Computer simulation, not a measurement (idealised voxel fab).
Documented hereafter: the process module known as voxel local oxidation.
Section shown: cut. Width: 250 nm. Cell size: 5 nm, square.
If you're reading a cross-section in this doc, picture square cells in a grid; it comes to you as bands, top ones listed first down to the bottom, and a band can be one or more rows of cells.
Band entry format. Leading values: height of top, height of bottom, nm. Remainder: materials in left-to-right order, each with its width in nm. Special words: "everywhere" on a single material, which then fills the band edge to edge; "empty", empty space.
A quick word on heights: they are counted from 0, and under that level the wafer as it came to us is one material throughout. The lowest band is different from the rest in having no bottom; it simply continues downward, written as in "0..down".
With a width like "30->40", each row of cells in the band differs from the next by the same amount, the top row carrying the first number and the bottom row the second.
For the purposes of this document, the phrase "all unchanged" attached to a step denotes that no cell within the cross-section was modified by that step.
Closed empty spaces (no open way to the top) of 8 cells or more are what "Enclosed void list" lists, each as width x height at distance from the left edge, nm for all three.
What comes after the settings on a step's line is commentary from the simulator itself on that step.
You can add "overlay nm" to a step's line. For a step with a mask, it describes how far the mask lay to the right of its planned position, and a negative number describes a lay to the left.

[The planned process steps are enumerated hereunder]
1 RECEIVE,material Si
2 CONFORMAL_DEP,material SiO2,thk nm 5
3 CONFORMAL_DEP,material SiN,thk nm 15
4 DIRECTIONAL_DEP,material aC,thk nm 15
5 PATTERN,tone cover,mask id ACTIVE,material resist,width nm 125,thk nm 35,overlay nm 0
6 DIRECTIONAL_ETCH,etch materials aC,depth nm 15
7 STRIP,etch materials resist
8 DIRECTIONAL_ETCH,etch materials SiN,depth nm 15
9 STRIP,etch materials aC
10 SELECTIVE_ETCH,etch materials SiO2,depth nm 5
11 OXIDIZE,depth nm 15
12 STRIP,etch materials SiN

[First out of two wafers; run went to plan]

[Cross-section, incoming material, after step 1]
	0..down  Si everywhere
	Enclosed void list: none

[Cross-section through the wafer, step 2 finished]
	5..0  SiO2 everywhere
	At heights below 0, the structure remains unaltered.

[Cross-section through the wafer, step 3 finished]
	20..5  SiN everywhere
	At heights below 5, the structure remains unaltered.

[Cross-section through the wafer, step 4 finished]
	35..20  aC everywhere
	At heights below 20, the structure remains unaltered.

[Cross-section through the wafer, step 5 finished]
	70..35  60 of empty; 125 of resist; 65 of empty
	At heights below 35, the structure remains unaltered.

[Cross-section through the wafer, step 6 finished]
	55..35  60 of empty; 125 of resist; 65 of empty
	35..20  60 of empty; 125 of aC; 65 of empty
	At heights below 20, the structure remains unaltered.

[Cross-section through the wafer, step 7 finished]
	35..20  60 of empty; 125 of aC; 65 of empty
	At heights below 20, the structure remains unaltered.

[Cross-section through the wafer, step 8 finished]
	35..20  60 of empty; 125 of aC; 65 of empty
	20..5  60 of empty; 125 of SiN; 65 of empty
	At heights below 5, the structure remains unaltered.

[Cross-section through the wafer, step 9 finished]
	20..5  60 of empty; 125 of SiN; 65 of empty
	At heights below 5, the structure remains unaltered.

[Cross-section through the wafer, step 10 finished]
	20..5  60 of empty; 125 of SiN; 65 of empty
	5..0  65 of empty; 115 of SiO2; 70 of empty
	At heights below 0, the structure remains unaltered.

[Cross-section through the wafer, step 11 finished]
	20..5  60 of empty; 125 of SiN; 65 of empty
	5..0  65 of empty; 115 of SiO2; 70 of empty
	0..-15  80 of SiO2; 85 of Si; 85 of SiO2
	At heights below -15, the structure remains unaltered.

[Cross-section through the wafer, step 12 finished]
	5..0  65 of empty; 115 of SiO2; 70 of empty
	At heights below 0, the structure remains unaltered.

[Wafer two of the pair: same origin, same plan, one error during the run; identical to wafer one up to and including step 11]

[Planned end of step 12: second wafer, cross-section]
	0..-15  80 of empty; 85 of Si; 85 of empty
	At heights below -15, the structure remains unaltered.
In executing the process, a mistake was made relative to the plan: in deviation from the planned setting, step 12 was conducted as STRIP,etch materials SiO2
Materials where the second wafer ends with more or fewer cells than the first: -122 SiO2
